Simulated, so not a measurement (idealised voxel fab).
This section sets out a process module, namely voxel self aligned vias.
Square cells of 5 nm make up the cross-section cut, whose width is 180 nm.
Throughout this document, each cross-section is represented as a grid of square cells and is presented as a sequence of bands enumerated from the top downward, where a band comprises one or more rows of cells.
Basically the band line says how high the top is and how high the bottom is, in nm, and then what's in it from left to right, every material with its width in nm. Empty space shows up as "air", and if a single material carries "all across" it runs the full band edge to edge.
Convention: height 0 is the level below which the wafer, as received, is all one material. The lowest band does not terminate at the bottom but continues downward, represented as "z 0 and below".
The notation "30..40" denotes a width that varies across the rows of cells in the band, beginning at the first number in the top row, finishing at the second number in the bottom row, and changing by an identical amount from each row to the next.
Basically "nothing altered" means that step didn't change any cell in the cross-section.
In "Closed void inventory" the enclosed voids are listed, meaning empty spaces of 8 cells or larger without any opening to the top. The form is width x height at distance, distance from the left edge, units nm.
It should be noted that, on the line of a given step, the content following the step's settings is a remark produced by the simulator itself with respect to that step.
On any step carrying a mask, the "overlay nm" setting, if present on the step's line, tells how far right of its planned place the mask lay; negative values point to the left.

THE PLANNED PROCESS STEPS ARE ENUMERATED HEREUNDER
- 1: RECEIVE, material Si
- 2: CONFORMAL_DEP, material SiO2, thk nm 10
- 3: CONFORMAL_DEP, material SiCN, thk nm 5
- 4: DIRECTIONAL_DEP, material SiO2, thk nm 20
- 5: MASKED_ETCH, tone open, mask id LINES, width nm 25, pitch nm 70, etch materials SiO2, depth nm 20, overlay nm 0
- 6: CONFORMAL_DEP, material TiN, thk nm 5
- 7: FILL_DEP, material W, thk nm 10
- 8: CMP, height nm 35
- 9: SELECTIVE_ETCH, etch materials W Ru TiN, depth nm 5
- 10: FILL_DEP, material SiN, thk nm 10
- 11: CMP, height nm 35
- 12: DIRECTIONAL_DEP, material SiO2, thk nm 20
- 13: PATTERN, tone open, mask id VIAS, material resist, width nm 45, pitch nm 70, thk nm 15, overlay nm 0
- 14: DIRECTIONAL_ETCH, etch materials SiO2, depth nm 20
- 15: DIRECTIONAL_ETCH, etch materials SiN, depth nm 5
- 16: STRIP, etch materials resist
- 17: CONFORMAL_DEP, material TiN, thk nm 5
- 18: FILL_DEP, material Cu, thk nm 10
- 19: CMP, height nm 55
- 20: CONFORMAL_DEP, material SiN, thk nm 5

WAFER AS RECEIVED: CROSS-SECTION FOLLOWING STEP 1
    z 0 and below: Si all across
    Closed void inventory: none

THE FOLLOWING CROSS-SECTION DEPICTS THE WAFER UPON CONCLUSION OF THE MODULE. PROCESSING COMMENCED FROM THE STARTING CONDITION ILLUSTRATED ABOVE AND ADHERED TO THE PLAN ILLUSTRATED ABOVE, SAVE FOR ONE MISTAKE IN EXECUTION
    z 60 to 55: SiN all across
    z 55 to 35: SiO2 (30), then TiN (5), then Cu (35), then TiN (5), then SiO2 (25), then TiN (5), then Cu (35), then TiN (5), then SiO2 (35)
    z 35 to 30: SiN (30), then TiN (45), then SiN (25), then TiN (45), then SiN (35)
    z 30 to 15: SiO2 (40), then TiN (5), then W (15), then TiN (5), then SiO2 (45), then TiN (5), then W (15), then TiN (5), then SiO2 (45)
    z 15 to 10: SiO2 (40), then TiN (25), then SiO2 (45), then TiN (25), then SiO2 (45)
    z 10 to 0: SiO2 all across
    z 0 and below: Si all across
    Closed void inventory: none
what went wrong: step 3 of the plan never got run, it was skipped over
